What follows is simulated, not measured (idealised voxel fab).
Title: Process Module voxel wiring stack
The cross-section shown here is cut; it is 260 nm wide and divided into square cells measuring 5 nm on a side.
Format of a cross-section: grid, square cells. Given as bands. Order: top down. Band: one or more rows of cells.
Per band: top height and bottom height in nm, followed by the left-to-right materials and their widths in nm; "everywhere" marks a single material spanning edge to edge, "blank" marks empty space.
Counting heights begins at 0, where everything beneath is, in the wafer as received, one material. The lowest band has no bottom; it goes on downwards, as "0 nm and below" shows.
It should be noted that a width expressed as "30..40" varies in equal increments from row to row of cells within the band, taking the value of the first number at the top row and that of the second number at the bottom row.
The cross-section has no changed cell in any step marked "no modifications".
Empty spaces without an open route to the top, at least 8 cells in extent, make up the entry "Fully sealed voids"; each is given as width x height at distance, where the distance is measured from the left edge, and all are in nm.
Formally, on a step line, whatever follows the settings is a remark that the simulator itself makes on the step.
A step line may carry the setting "overlay nm", which, for steps involving a mask, states the distance by which the mask lay to the right of its intended position; negative values denote displacement to the left.
Layout of what follows: cross-section pairs, each bracketing one process step, the after cross-section shown only to the lowest band that changed, the step between and its settings noted under each pair. Pairs may originate in different runs of this module on the same starting wafer; a pair continues from the pair above only where its entry headed "Pre-step view" says so.
## Pre-step view
- 0 nm and below  Si everywhere
- Fully sealed voids: none
## Section, Post-Step
- 10 nm to 0 nm  SiO2 everywhere
- Below 0, no change.
- Fully sealed voids: none
Between the two cross-sections above, the process step reads CONFORMAL_DEP, material SiO2, thk nm 10
Pre-step view: The prior state of this step coincides with the post-step cross-section of the pair just above.
## Section, Post-Step
- 15 nm to 10 nm  SiCN everywhere
- Below 10, no change.
- Fully sealed voids: none
Between the two cross-sections above, the process step reads CONFORMAL_DEP, material SiCN, thk nm 5
Pre-step view: The prior state of this step coincides with the post-step cross-section of the pair just above.
## Section, Post-Step
- 35 nm to 15 nm  SiO2 everywhere
- Below 15, no change.
- Fully sealed voids: none
Between the two cross-sections above, the process step reads DIRECTIONAL_DEP, material SiO2, thk nm 20
Pre-step view: The prior state of this step coincides with the post-step cross-section of the pair just above.
## Section, Post-Step
- 50 nm to 35 nm  resist 55 | blank 25 | resist 15 | blank 25 | resist 15 | blank 25 | resist 15 | blank 25 | resist 60
- Below 35, no change.
- Fully sealed voids: none
Between the two cross-sections above, the process step reads PATTERN, tone open, mask id METAL_1, material resist, width nm 25, pitch nm 40, thk nm 15, overlay nm 0
Pre-step view: The prior state of this step coincides with the post-step cross-section of the pair just above.
## Section, Post-Step
- 50 nm to 35 nm  resist 55 | blank 25 | resist 15 | blank 25 | resist 15 | blank 25 | resist 15 | blank 25 | resist 60
- 35 nm to 15 nm  SiO2 55 | blank 25 | SiO2 15 | blank 25 | SiO2 15 | blank 25 | SiO2 15 | blank 25 | SiO2 60
- Below 15, no change.
- Fully sealed voids: none
Between the two cross-sections above, the process step reads DIRECTIONAL_ETCH, etch materials SiO2, depth nm 20
Pre-step view: The prior state of this step coincides with the post-step cross-section of the pair just above.
## Section, Post-Step
- 50 nm to 35 nm  resist 55 | blank 25 | resist 15 | blank 25 | resist 15 | blank 25 | resist 15 | blank 25 | resist 60
- 35 nm to 15 nm  SiO2 55 | blank 25 | SiO2 15 | blank 25 | SiO2 15 | blank 25 | SiO2 15 | blank 25 | SiO2 60
- 15 nm to 10 nm  SiCN 55 | blank 25 | SiCN 15 | blank 25 | SiCN 15 | blank 25 | SiCN 15 | blank 25 | SiCN 60
- Below 10, no change.
- Fully sealed voids: none
Between the two cross-sections above, the process step reads DIRECTIONAL_ETCH, etch materials SiCN, depth nm 5
Pre-step view: The prior state of this step coincides with the post-step cross-section of the pair just above.
## Section, Post-Step
- 35 nm to 15 nm  SiO2 55 | blank 25 | SiO2 15 | blank 25 | SiO2 15 | blank 25 | SiO2 15 | blank 25 | SiO2 60
- Below 15, no change.
- Fully sealed voids: none
Between the two cross-sections above, the process step reads STRIP, etch materials resist
Pre-step view: The prior state of this step coincides with the post-step cross-section of the pair just above.
## Section, Post-Step
- 40 nm to 35 nm  TiN 60 | blank 15 | TiN 25 | blank 15 | TiN 25 | blank 15 | TiN 25 | blank 15 | TiN 65
- 35 nm to 15 nm  SiO2 55 | TiN 5 | blank 15 | TiN 5 | SiO2 15 | TiN 5 | blank 15 | TiN 5 | SiO2 15 | TiN 5 | blank 15 | TiN 5 | SiO2 15 | TiN 5 | blank 15 | TiN 5 | SiO2 60
- 15 nm to 10 nm  SiCN 55 | TiN 25 | SiCN 15 | TiN 25 | SiCN 15 | TiN 25 | SiCN 15 | TiN 25 | SiCN 60
- Below 10, no change.
- Fully sealed voids: none
Between the two cross-sections above, the process step reads CONFORMAL_DEP, material TiN, thk nm 5
Pre-step view: The prior state of this step coincides with the post-step cross-section of the pair just above.
## Section, Post-Step
- 50 nm to 40 nm  W everywhere
- 40 nm to 35 nm  TiN 60 | W 15 | TiN 25 | W 15 | TiN 25 | W 15 | TiN 25 | W 15 | TiN 65
- 35 nm to 15 nm  SiO2 55 | TiN 5 | W 15 | TiN 5 | SiO2 15 | TiN 5 | W 15 | TiN 5 | SiO2 15 | TiN 5 | W 15 | TiN 5 | SiO2 15 | TiN 5 | W 15 | TiN 5 | SiO2 60
- Below 15, no change.
- Fully sealed voids: none
Between the two cross-sections above, the process step reads FILL_DEP, material W, thk nm 10
Pre-step view: The prior state of this step coincides with the post-step cross-section of the pair just above.
## Section, Post-Step
- 35 nm to 15 nm  SiO2 55 | TiN 5 | W 15 | TiN 5 | SiO2 15 | TiN 5 | W 15 | TiN 5 | SiO2 15 | TiN 5 | W 15 | TiN 5 | SiO2 15 | TiN 5 | W 15 | TiN 5 | SiO2 60
- Below 15, no change.
- Fully sealed voids: none
Between the two cross-sections above, the process step reads CMP, height nm 35
Pre-step view: The prior state of this step coincides with the post-step cross-section of the pair just above.
## Section, Post-Step
- 40 nm to 35 nm  SiCN everywhere
- Below 35, no change.
- Fully sealed voids: none
Between the two cross-sections above, the process step reads CONFORMAL_DEP, material SiCN, thk nm 5
Pre-step view: The prior state of this step coincides with the post-step cross-section of the pair just above.
## Section, Post-Step
- 65 nm to 40 nm  SiO2 everywhere
- Below 40, no change.
- Fully sealed voids: none
Between the two cross-sections above, the process step reads DIRECTIONAL_DEP, material SiO2, thk nm 25
Pre-step view: The prior state of this step coincides with the post-step cross-section of the pair just above.
## Section, Post-Step
- 85 nm to 65 nm  resist 55 | blank 25 | resist 15 | blank 25 | resist 15 | blank 25 | resist 15 | blank 25 | resist 60
- Below 65, no change.
- Fully sealed voids: none
Between the two cross-sections above, the process step reads PATTERN, tone open, mask id METAL_2, material resist, width nm 25, pitch nm 40, thk nm 20, overlay nm 0
Pre-step view: The prior state of this step coincides with the post-step cross-section of the pair just above.
## Section, Post-Step
- 85 nm to 65 nm  resist 55 | blank 25 | resist 15 | blank 25 | resist 15 | blank 25 | resist 15 | blank 25 | resist 60
- 65 nm to 50 nm  SiO2 55 | blank 25 | SiO2 15 | blank 25 | SiO2 15 | blank 25 | SiO2 15 | blank 25 | SiO2 60
- Below 50, no change.
- Fully sealed voids: none
Between the two cross-sections above, the process step reads DIRECTIONAL_ETCH, etch materials SiO2, depth nm 15
Pre-step view: The prior state of this step coincides with the post-step cross-section of the pair just above.
## Section, Post-Step
- 65 nm to 50 nm  SiO2 55 | blank 25 | SiO2 15 | blank 25 | SiO2 15 | blank 25 | SiO2 15 | blank 25 | SiO2 60
- Below 50, no change.
- Fully sealed voids: none
Between the two cross-sections above, the process step reads STRIP, etch materials resist
Pre-step view: The prior state of this step coincides with the post-step cross-section of the pair just above.
## Section, Post-Step
- 85 nm to 65 nm  resist 55 | blank 15 | resist 65 | blank 15 | resist 110
- 65 nm to 50 nm  SiO2 55 | blank 15 | resist 10 | SiO2 15 | resist 25 | SiO2 15 | blank 15 | resist 10 | SiO2 15 | resist 25 | SiO2 60
- Below 50, no change.
- Fully sealed voids: none
Between the two cross-sections above, the process step reads PATTERN, tone open, mask id METAL_2_HOLES, material resist, width nm 15, pitch nm 80, thk nm 20, overlay nm 0
Pre-step view: The prior state of this step coincides with the post-step cross-section of the pair just above.
## Section, Post-Step
- 85 nm to 65 nm  resist 55 | blank 15 | resist 65 | blank 15 | resist 110
- 65 nm to 50 nm  SiO2 55 | blank 15 | resist 10 | SiO2 15 | resist 25 | SiO2 15 | blank 15 | resist 10 | SiO2 15 | resist 25 | SiO2 60
- 50 nm to 40 nm  SiO2 55 | blank 15 | SiO2 65 | blank 15 | SiO2 110
- Below 40, no change.
- Fully sealed voids: none
Between the two cross-sections above, the process step reads DIRECTIONAL_ETCH, etch materials SiO2, depth nm 10
Pre-step view: The prior state of this step coincides with the post-step cross-section of the pair just above.
## Section, Post-Step
- 85 nm to 65 nm  resist 55 | blank 15 | resist 65 | blank 15 | resist 110
- 65 nm to 50 nm  SiO2 55 | blank 15 | resist 10 | SiO2 15 | resist 25 | SiO2 15 | blank 15 | resist 10 | SiO2 15 | resist 25 | SiO2 60
- 50 nm to 40 nm  SiO2 55 | blank 15 | SiO2 65 | blank 15 | SiO2 110
- 40 nm to 35 nm  SiCN 55 | blank 15 | SiCN 65 | blank 15 | SiCN 110
- Below 35, no change.
- Fully sealed voids: none
Between the two cross-sections above, the process step reads DIRECTIONAL_ETCH, etch materials SiCN, depth nm 5
Pre-step view: The prior state of this step coincides with the post-step cross-section of the pair just above.
## Section, Post-Step
- 65 nm to 50 nm  SiO2 55 | blank 25 | SiO2 15 | blank 25 | SiO2 15 | blank 25 | SiO2 15 | blank 25 | SiO2 60
- Below 50, no change.
- Fully sealed voids: none
Between the two cross-sections above, the process step reads STRIP, etch materials resist
Pre-step view: The prior state of this step coincides with the post-step cross-section of the pair just above.
## Section, Post-Step
- 70 nm to 65 nm  TiN 60 | blank 15 | TiN 25 | blank 15 | TiN 25 | blank 15 | TiN 25 | blank 15 | TiN 65
- 65 nm to 55 nm  SiO2 55 | TiN 5 | blank 15 | TiN 5 | SiO2 15 | TiN 5 | blank 15 | TiN 5 | SiO2 15 | TiN 5 | blank 15 | TiN 5 | SiO2 15 | TiN 5 | blank 15 | TiN 5 | SiO2 60
- 55 nm to 50 nm  SiO2 55 | TiN 5 | blank 5 | TiN 15 | SiO2 15 | TiN 25 | SiO2 15 | TiN 5 | blank 5 | TiN 15 | SiO2 15 | TiN 25 | SiO2 60
- 50 nm to 40 nm  SiO2 55 | TiN 5 | blank 5 | TiN 5 | SiO2 65 | TiN 5 | blank 5 | TiN 5 | SiO2 110
- 40 nm to 35 nm  SiCN 55 | TiN 15 | SiCN 65 | TiN 15 | SiCN 110
- Below 35, no change.
- Fully sealed voids: none
Between the two cross-sections above, the process step reads CONFORMAL_DEP, material TiN, thk nm 5
Pre-step view: The prior state of this step coincides with the post-step cross-section of the pair just above.
## Section, Post-Step
- 80 nm to 70 nm  Cu everywhere
- 70 nm to 65 nm  TiN 60 | Cu 15 | TiN 25 | Cu 15 | TiN 25 | Cu 15 | TiN 25 | Cu 15 | TiN 65
- 65 nm to 55 nm  SiO2 55 | TiN 5 | Cu 15 | TiN 5 | SiO2 15 | TiN 5 | Cu 15 | TiN 5 | SiO2 15 | TiN 5 | Cu 15 | TiN 5 | SiO2 15 | TiN 5 | Cu 15 | TiN 5 | SiO2 60
- 55 nm to 50 nm  SiO2 55 | TiN 5 | Cu 5 | TiN 15 | SiO2 15 | TiN 25 | SiO2 15 | TiN 5 | Cu 5 | TiN 15 | SiO2 15 | TiN 25 | SiO2 60
- 50 nm to 40 nm  SiO2 55 | TiN 5 | Cu 5 | TiN 5 | SiO2 65 | TiN 5 | Cu 5 | TiN 5 | SiO2 110
- Below 40, no change.
- Fully sealed voids: none
Between the two cross-sections above, the process step reads FILL_DEP, material Cu, thk nm 10
Pre-step view: The prior state of this step coincides with the post-step cross-section of the pair just above.
## Section, Post-Step
- 65 nm to 55 nm  SiO2 55 | TiN 5 | Cu 15 | TiN 5 | SiO2 15 | TiN 5 | Cu 15 | TiN 5 | SiO2 15 | TiN 5 | Cu 15 | TiN 5 | SiO2 15 | TiN 5 | Cu 15 | TiN 5 | SiO2 60
- Below 55, no change.
- Fully sealed voids: none
Between the two cross-sections above, the process step reads CMP, height nm 65
Pre-step view: The prior state of this step coincides with the post-step cross-section of the pair just above.
## Section, Post-Step
- 70 nm to 65 nm  SiN everywhere
- Below 65, no change.
- Fully sealed voids: none
Between the two cross-sections above, the process step reads CONFORMAL_DEP, material SiN, thk nm 5
## Pre-step view
- 80 nm to 70 nm  Cu everywhere
- 70 nm to 65 nm  TiN 60 | Cu 15 | TiN 25 | Cu 15 | TiN 25 | Cu 15 | TiN 25 | Cu 15 | TiN 65
- 65 nm to 55 nm  SiO2 55 | TiN 5 | Cu 15 | TiN 5 | SiO2 15 | TiN 5 | Cu 15 | TiN 5 | SiO2 15 | TiN 5 | Cu 15 | TiN 5 | SiO2 15 | TiN 5 | Cu 15 | TiN 5 | SiO2 60
- 55 nm to 50 nm  SiO2 55 | TiN 5 | Cu 5 | TiN 15 | SiO2 15 | TiN 25 | SiO2 15 | TiN 5 | Cu 5 | TiN 15 | SiO2 15 | TiN 25 | SiO2 60
- 50 nm to 40 nm  SiO2 55 | TiN 5 | Cu 5 | TiN 5 | SiO2 65 | TiN 5 | Cu 5 | TiN 5 | SiO2 110
- 40 nm to 35 nm  SiCN 55 | TiN 15 | SiCN 65 | TiN 15 | SiCN 110
- 35 nm to 15 nm  SiO2 55 | TiN 5 | W 15 | TiN 5 | SiO2 15 | TiN 5 | W 15 | TiN 5 | SiO2 15 | TiN 5 | W 15 | TiN 5 | SiO2 15 | TiN 5 | W 15 | TiN 5 | SiO2 60
- 15 nm to 10 nm  SiCN 55 | TiN 25 | SiCN 15 | TiN 25 | SiCN 15 | TiN 25 | SiCN 15 | TiN 25 | SiCN 60
- 10 nm to 0 nm  SiO2 everywhere
- 0 nm and below  Si everywhere
- Fully sealed voids: none
## Section, Post-Step
- 85 nm to 80 nm  SiN everywhere
- Below 80, no change.
- Fully sealed voids: none
Between the two cross-sections above, the process step reads CONFORMAL_DEP, material SiN, thk nm 5
## Pre-step view
- 65 nm to 40 nm  SiO2 everywhere
- 40 nm to 35 nm  SiCN everywhere
- 35 nm to 15 nm  SiO2 55 | TiN 5 | W 15 | TiN 5 | SiO2 15 | TiN 5 | W 15 | TiN 5 | SiO2 15 | TiN 5 | W 15 | TiN 5 | SiO2 15 | TiN 5 | W 15 | TiN 5 | SiO2 60
- 15 nm to 10 nm  SiCN 55 | TiN 25 | SiCN 15 | TiN 25 | SiCN 15 | TiN 25 | SiCN 15 | TiN 25 | SiCN 60
- 10 nm to 0 nm  SiO2 everywhere
- 0 nm and below  Si everywhere
- Fully sealed voids: none
## Section, Post-Step
- 90 nm to 40 nm  SiO2 everywhere
- Below 40, no change.
- Fully sealed voids: none
Between the two cross-sections above, the process step reads DIRECTIONAL_DEP, material SiO2, thk nm 25
Pre-step view: The prior state of this step coincides with the post-step cross-section of the pair just above.
## Section, Post-Step
- 110 nm to 90 nm  resist 55 | blank 25 | resist 15 | blank 25 | resist 15 | blank 25 | resist 15 | blank 25 | resist 60
- Below 90, no change.
- Fully sealed voids: none
Between the two cross-sections above, the process step reads PATTERN, tone open, mask id METAL_2, material resist, width nm 25, pitch nm 40, thk nm 20, overlay nm 0
Pre-step view: The prior state of this step coincides with the post-step cross-section of the pair just above.
## Section, Post-Step
- 110 nm to 90 nm  resist 55 | blank 25 | resist 15 | blank 25 | resist 15 | blank 25 | resist 15 | blank 25 | resist 60
- 90 nm to 75 nm  SiO2 55 | blank 25 | SiO2 15 | blank 25 | SiO2 15 | blank 25 | SiO2 15 | blank 25 | SiO2 60
- Below 75, no change.
- Fully sealed voids: none
Between the two cross-sections above, the process step reads DIRECTIONAL_ETCH, etch materials SiO2, depth nm 15
Pre-step view: The prior state of this step coincides with the post-step cross-section of the pair just above.
## Section, Post-Step
- 90 nm to 75 nm  SiO2 55 | blank 25 | SiO2 15 | blank 25 | SiO2 15 | blank 25 | SiO2 15 | blank 25 | SiO2 60
- Below 75, no change.
- Fully sealed voids: none
Between the two cross-sections above, the process step reads STRIP, etch materials resist
Pre-step view: The prior state of this step coincides with the post-step cross-section of the pair just above.
## Section, Post-Step
- 110 nm to 90 nm  resist 55 | blank 15 | resist 65 | blank 15 | resist 110
- 90 nm to 75 nm  SiO2 55 | blank 15 | resist 10 | SiO2 15 | resist 25 | SiO2 15 | blank 15 | resist 10 | SiO2 15 | resist 25 | SiO2 60
- Below 75, no change.
- Fully sealed voids: none
Between the two cross-sections above, the process step reads PATTERN, tone open, mask id METAL_2_HOLES, material resist, width nm 15, pitch nm 80, thk nm 20, overlay nm 0
Pre-step view: The prior state of this step coincides with the post-step cross-section of the pair just above.
## Section, Post-Step
- 110 nm to 90 nm  resist 55 | blank 15 | resist 65 | blank 15 | resist 110
- 90 nm to 75 nm  SiO2 55 | blank 15 | resist 10 | SiO2 15 | resist 25 | SiO2 15 | blank 15 | resist 10 | SiO2 15 | resist 25 | SiO2 60
- 75 nm to 65 nm  SiO2 55 | blank 15 | SiO2 65 | blank 15 | SiO2 110
- Below 65, no change.
- Fully sealed voids: none
Between the two cross-sections above, the process step reads DIRECTIONAL_ETCH, etch materials SiO2, depth nm 10
Pre-step view: The prior state of this step coincides with the post-step cross-section of the pair just above.
## Section, Post-Step
- 90 nm to 75 nm  SiO2 55 | blank 25 | SiO2 15 | blank 25 | SiO2 15 | blank 25 | SiO2 15 | blank 25 | SiO2 60
- Below 75, no change.
- Fully sealed voids: none
Between the two cross-sections above, the process step reads STRIP, etch materials resist
Pre-step view: The prior state of this step coincides with the post-step cross-section of the pair just above.
## Section, Post-Step
- 95 nm to 90 nm  TiN 60 | blank 15 | TiN 25 | blank 15 | TiN 25 | blank 15 | TiN 25 | blank 15 | TiN 65
- 90 nm to 80 nm  SiO2 55 | TiN 5 | blank 15 | TiN 5 | SiO2 15 | TiN 5 | blank 15 | TiN 5 | SiO2 15 | TiN 5 | blank 15 | TiN 5 | SiO2 15 | TiN 5 | blank 15 | TiN 5 | SiO2 60
- 80 nm to 75 nm  SiO2 55 | TiN 5 | blank 5 | TiN 15 | SiO2 15 | TiN 25 | SiO2 15 | TiN 5 | blank 5 | TiN 15 | SiO2 15 | TiN 25 | SiO2 60
- 75 nm to 70 nm  SiO2 55 | TiN 5 | blank 5 | TiN 5 | SiO2 65 | TiN 5 | blank 5 | TiN 5 | SiO2 110
- 70 nm to 65 nm  SiO2 55 | TiN 15 | SiO2 65 | TiN 15 | SiO2 110
- Below 65, no change.
- Fully sealed voids: none
Between the two cross-sections above, the process step reads CONFORMAL_DEP, material TiN, thk nm 5
Pre-step view: The prior state of this step coincides with the post-step cross-section of the pair just above.
## Section, Post-Step
- 105 nm to 95 nm  Cu everywhere
- 95 nm to 90 nm  TiN 60 | Cu 15 | TiN 25 | Cu 15 | TiN 25 | Cu 15 | TiN 25 | Cu 15 | TiN 65
- 90 nm to 80 nm  SiO2 55 | TiN 5 | Cu 15 | TiN 5 | SiO2 15 | TiN 5 | Cu 15 | TiN 5 | SiO2 15 | TiN 5 | Cu 15 | TiN 5 | SiO2 15 | TiN 5 | Cu 15 | TiN 5 | SiO2 60
- 80 nm to 75 nm  SiO2 55 | TiN 5 | Cu 5 | TiN 15 | SiO2 15 | TiN 25 | SiO2 15 | TiN 5 | Cu 5 | TiN 15 | SiO2 15 | TiN 25 | SiO2 60
- 75 nm to 70 nm  SiO2 55 | TiN 5 | Cu 5 | TiN 5 | SiO2 65 | TiN 5 | Cu 5 | TiN 5 | SiO2 110
- Below 70, no change.
- Fully sealed voids: none
Between the two cross-sections above, the process step reads FILL_DEP, material Cu, thk nm 10
Pre-step view: The prior state of this step coincides with the post-step cross-section of the pair just above.
## Section, Post-Step
- 65 nm to 40 nm  SiO2 everywhere
- Below 40, no change.
- Fully sealed voids: none
Between the two cross-sections above, the process step reads CMP, height nm 65
Pre-step view: The prior state of this step coincides with the post-step cross-section of the pair just above.
## Section, Post-Step
- 70 nm to 65 nm  SiN everywhere
- Below 65, no change.
- Fully sealed voids: none
Between the two cross-sections above, the process step reads CONFORMAL_DEP, material SiN, thk nm 5
## Pre-step view
- 40 nm to 35 nm  SiCN everywhere
- 35 nm to 15 nm  SiO2 55 | TiN 5 | W 15 | TiN 5 | SiO2 15 | TiN 5 | W 15 | TiN 5 | SiO2 15 | TiN 5 | W 15 | TiN 5 | SiO2 15 | TiN 5 | W 15 | TiN 5 | SiO2 60
- 15 nm to 10 nm  SiCN 55 | TiN 25 | SiCN 15 | TiN 25 | SiCN 15 | TiN 25 | SiCN 15 | TiN 25 | SiCN 60
- 10 nm to 0 nm  SiO2 everywhere
- 0 nm and below  Si everywhere
- Fully sealed voids: none
## Section, Post-Step
- 60 nm to 40 nm  resist 55 | blank 25 | resist 15 | blank 25 | resist 15 | blank 25 | resist 15 | blank 25 | resist 60
- Below 40, no change.
- Fully sealed voids: none
Between the two cross-sections above, the process step reads PATTERN, tone open, mask id METAL_2, material resist, width nm 25, pitch nm 40, thk nm 20, overlay nm 0
Pre-step view: The prior state of this step coincides with the post-step cross-section of the pair just above.
## Section, Post-Step
- 85 nm to 65 nm  SiO2 55 | blank 25 | SiO2 15 | blank 25 | SiO2 15 | blank 25 | SiO2 15 | blank 25 | SiO2 60
- 65 nm to 60 nm  SiO2 everywhere
- 60 nm to 40 nm  resist 55 | SiO2 25 | resist 15 | SiO2 25 | resist 15 | SiO2 25 | resist 15 | SiO2 25 | resist 60
- Below 40, no change.
- Fully sealed voids: none
Between the two cross-sections above, the process step reads DIRECTIONAL_DEP, material SiO2, thk nm 25
Pre-step view: The prior state of this step coincides with the post-step cross-section of the pair just above.
## Section, Post-Step
- 70 nm to 60 nm  SiO2 55 | blank 25 | SiO2 15 | blank 25 | SiO2 15 | blank 25 | SiO2 15 | blank 25 | SiO2 60
- 60 nm to 50 nm  resist 55 | blank 25 | resist 15 | blank 25 | resist 15 | blank 25 | resist 15 | blank 25 | resist 60
- Below 50, no change.
- Fully sealed voids: none
Between the two cross-sections above, the process step reads DIRECTIONAL_ETCH, etch materials SiO2, depth nm 15
Pre-step view: The prior state of this step coincides with the post-step cross-section of the pair just above.
## Section, Post-Step
- 50 nm to 40 nm  blank 55 | SiO2 25 | blank 15 | SiO2 25 | blank 15 | SiO2 25 | blank 15 | SiO2 25 | blank 60
- Below 40, no change.
- Fully sealed voids: none
Between the two cross-sections above, the process step reads STRIP, etch materials resist
Pre-step view: The prior state of this step coincides with the post-step cross-section of the pair just above.
## Section, Post-Step
- 70 nm to 50 nm  resist 55 | blank 15 | resist 65 | blank 15 | resist 110
- 50 nm to 40 nm  resist 55 | SiO2 25 | resist 15 | SiO2 25 | resist 15 | SiO2 25 | resist 15 | SiO2 25 | resist 60
- Below 40, no change.
- Fully sealed voids: none
Between the two cross-sections above, the process step reads PATTERN, tone open, mask id METAL_2_HOLES, material resist, width nm 15, pitch nm 80, thk nm 20, overlay nm 0
Pre-step view: The prior state of this step coincides with the post-step cross-section of the pair just above.
## Section, Post-Step
- 70 nm to 50 nm  resist 55 | blank 15 | resist 65 | blank 15 | resist 110
- 50 nm to 40 nm  resist 55 | blank 15 | SiO2 10 | resist 15 | SiO2 25 | resist 15 | blank 15 | SiO2 10 | resist 15 | SiO2 25 | resist 60
- Below 40, no change.
- Fully sealed voids: none
Between the two cross-sections above, the process step reads DIRECTIONAL_ETCH, etch materials SiO2, depth nm 10
Pre-step view: The prior state of this step coincides with the post-step cross-section of the pair just above.
## Section, Post-Step
- 70 nm to 50 nm  resist 55 | blank 15 | resist 65 | blank 15 | resist 110
- 50 nm to 40 nm  resist 55 | blank 15 | SiO2 10 | resist 15 | SiO2 25 | resist 15 | blank 15 | SiO2 10 | resist 15 | SiO2 25 | resist 60
- 40 nm to 35 nm  SiCN 55 | blank 15 | SiCN 65 | blank 15 | SiCN 110
- Below 35, no change.
- Fully sealed voids: none
Between the two cross-sections above, the process step reads DIRECTIONAL_ETCH, etch materials SiCN, depth nm 5
Pre-step view: The prior state of this step coincides with the post-step cross-section of the pair just above.
## Section, Post-Step
- 50 nm to 40 nm  blank 70 | SiO2 10 | blank 15 | SiO2 25 | blank 30 | SiO2 10 | blank 15 | SiO2 25 | blank 60
- Below 40, no change.
- Fully sealed voids: none
Between the two cross-sections above, the process step reads STRIP, etch materials resist
Pre-step view: The prior state of this step coincides with the post-step cross-section of the pair just above.
## Section, Post-Step
- 55 nm to 50 nm  blank 65 | TiN 20 | blank 5 | TiN 35 | blank 20 | TiN 20 | blank 5 | TiN 35 | blank 55
- 50 nm to 45 nm  blank 65 | TiN 5 | SiO2 10 | TiN 5 | blank 5 | TiN 5 | SiO2 25 | TiN 5 | blank 20 | TiN 5 | SiO2 10 | TiN 5 | blank 5 | TiN 5 | SiO2 25 | TiN 5 | blank 55
- 45 nm to 40 nm  TiN 60 | blank 5 | TiN 5 | SiO2 10 | TiN 15 | SiO2 25 | TiN 20 | blank 5 | TiN 5 | SiO2 10 | TiN 15 | SiO2 25 | TiN 60
- 40 nm to 35 nm  SiCN 55 | TiN 15 | SiCN 65 | TiN 15 | SiCN 110
- Below 35, no change.
- Fully sealed voids: none
Between the two cross-sections above, the process step reads CONFORMAL_DEP, material TiN, thk nm 5
Pre-step view: The prior state of this step coincides with the post-step cross-section of the pair just above.
## Section, Post-Step
- 65 nm to 55 nm  Cu everywhere
- 55 nm to 50 nm  Cu 65 | TiN 20 | Cu 5 | TiN 35 | Cu 20 | TiN 20 | Cu 5 | TiN 35 | Cu 55
- 50 nm to 45 nm  Cu 65 | TiN 5 | SiO2 10 | TiN 5 | Cu 5 | TiN 5 | SiO2 25 | TiN 5 | Cu 20 | TiN 5 | SiO2 10 | TiN 5 | Cu 5 | TiN 5 | SiO2 25 | TiN 5 | Cu 55
- 45 nm to 40 nm  TiN 60 | Cu 5 | TiN 5 | SiO2 10 | TiN 15 | SiO2 25 | TiN 20 | Cu 5 | TiN 5 | SiO2 10 | TiN 15 | SiO2 25 | TiN 60
- Below 40, no change.
- Fully sealed voids: none
Between the two cross-sections above, the process step reads FILL_DEP, material Cu, thk nm 10
Pre-step view: The prior state of this step coincides with the post-step cross-section of the pair just above.
## Section, Post-Step
- 70 nm to 65 nm  SiN everywhere
- Below 65, no change.
- Fully sealed voids: none
Between the two cross-sections above, the process step reads CONFORMAL_DEP, material SiN, thk nm 5
## Pre-step view
- 50 nm to 40 nm  W everywhere
- 40 nm to 35 nm  TiN 60 | W 15 | TiN 25 | W 15 | TiN 25 | W 15 | TiN 25 | W 15 | TiN 65
- 35 nm to 15 nm  SiO2 55 | TiN 5 | W 15 | TiN 5 | SiO2 15 | TiN 5 | W 15 | TiN 5 | SiO2 15 | TiN 5 | W 15 | TiN 5 | SiO2 15 | TiN 5 | W 15 | TiN 5 | SiO2 60
- 15 nm to 10 nm  SiCN 55 | TiN 25 | SiCN 15 | TiN 25 | SiCN 15 | TiN 25 | SiCN 15 | TiN 25 | SiCN 60
- 10 nm to 0 nm  SiO2 everywhere
- 0 nm and below  Si everywhere
- Fully sealed voids: none
## Section, Post-Step
- 25 nm to 15 nm  SiO2 55 | TiN 5 | W 15 | TiN 5 | SiO2 15 | TiN 5 | W 15 | TiN 5 | SiO2 15 | TiN 5 | W 15 | TiN 5 | SiO2 15 | TiN 5 | W 15 | TiN 5 | SiO2 60
- Below 15, no change.
- Fully sealed voids: none
Between the two cross-sections above, the process step reads CMP, height nm 25
Pre-step view: The prior state of this step coincides with the post-step cross-section of the pair just above.
## Section, Post-Step
- 30 nm to 25 nm  SiCN everywhere
- Below 25, no change.
- Fully sealed voids: none
Between the two cross-sections above, the process step reads CONFORMAL_DEP, material SiCN, thk nm 5
Pre-step view: The prior state of this step coincides with the post-step cross-section of the pair just above.
## Section, Post-Step
- 55 nm to 30 nm  SiO2 everywhere
- Below 30, no change.
- Fully sealed voids: none
Between the two cross-sections above, the process step reads DIRECTIONAL_DEP, material SiO2, thk nm 25
Pre-step view: The prior state of this step coincides with the post-step cross-section of the pair just above.
## Section, Post-Step
- 75 nm to 55 nm  resist 55 | blank 25 | resist 15 | blank 25 | resist 15 | blank 25 | resist 15 | blank 25 | resist 60
- Below 55, no change.
- Fully sealed voids: none
Between the two cross-sections above, the process step reads PATTERN, tone open, mask id METAL_2, material resist, width nm 25, pitch nm 40, thk nm 20, overlay nm 0
Pre-step view: The prior state of this step coincides with the post-step cross-section of the pair just above.
## Section, Post-Step
- 75 nm to 55 nm  resist 55 | blank 25 | resist 15 | blank 25 | resist 15 | blank 25 | resist 15 | blank 25 | resist 60
- 55 nm to 40 nm  SiO2 55 | blank 25 | SiO2 15 | blank 25 | SiO2 15 | blank 25 | SiO2 15 | blank 25 | SiO2 60
- Below 40, no change.
- Fully sealed voids: none
Between the two cross-sections above, the process step reads DIRECTIONAL_ETCH, etch materials SiO2, depth nm 15
Pre-step view: The prior state of this step coincides with the post-step cross-section of the pair just above.
## Section, Post-Step
- 55 nm to 40 nm  SiO2 55 | blank 25 | SiO2 15 | blank 25 | SiO2 15 | blank 25 | SiO2 15 | blank 25 | SiO2 60
- Below 40, no change.
- Fully sealed voids: none
Between the two cross-sections above, the process step reads STRIP, etch materials resist
Pre-step view: The prior state of this step coincides with the post-step cross-section of the pair just above.
## Section, Post-Step
- 75 nm to 55 nm  resist 55 | blank 15 | resist 65 | blank 15 | resist 110
- 55 nm to 40 nm  SiO2 55 | blank 15 | resist 10 | SiO2 15 | resist 25 | SiO2 15 | blank 15 | resist 10 | SiO2 15 | resist 25 | SiO2 60
- Below 40, no change.
- Fully sealed voids: none
Between the two cross-sections above, the process step reads PATTERN, tone open, mask id METAL_2_HOLES, material resist, width nm 15, pitch nm 80, thk nm 20, overlay nm 0
Pre-step view: The prior state of this step coincides with the post-step cross-section of the pair just above.
## Section, Post-Step
- 75 nm to 55 nm  resist 55 | blank 15 | resist 65 | blank 15 | resist 110
- 55 nm to 40 nm  SiO2 55 | blank 15 | resist 10 | SiO2 15 | resist 25 | SiO2 15 | blank 15 | resist 10 | SiO2 15 | resist 25 | SiO2 60
- 40 nm to 30 nm  SiO2 55 | blank 15 | SiO2 65 | blank 15 | SiO2 110
- Below 30, no change.
- Fully sealed voids: none
Between the two cross-sections above, the process step reads DIRECTIONAL_ETCH, etch materials SiO2, depth nm 10
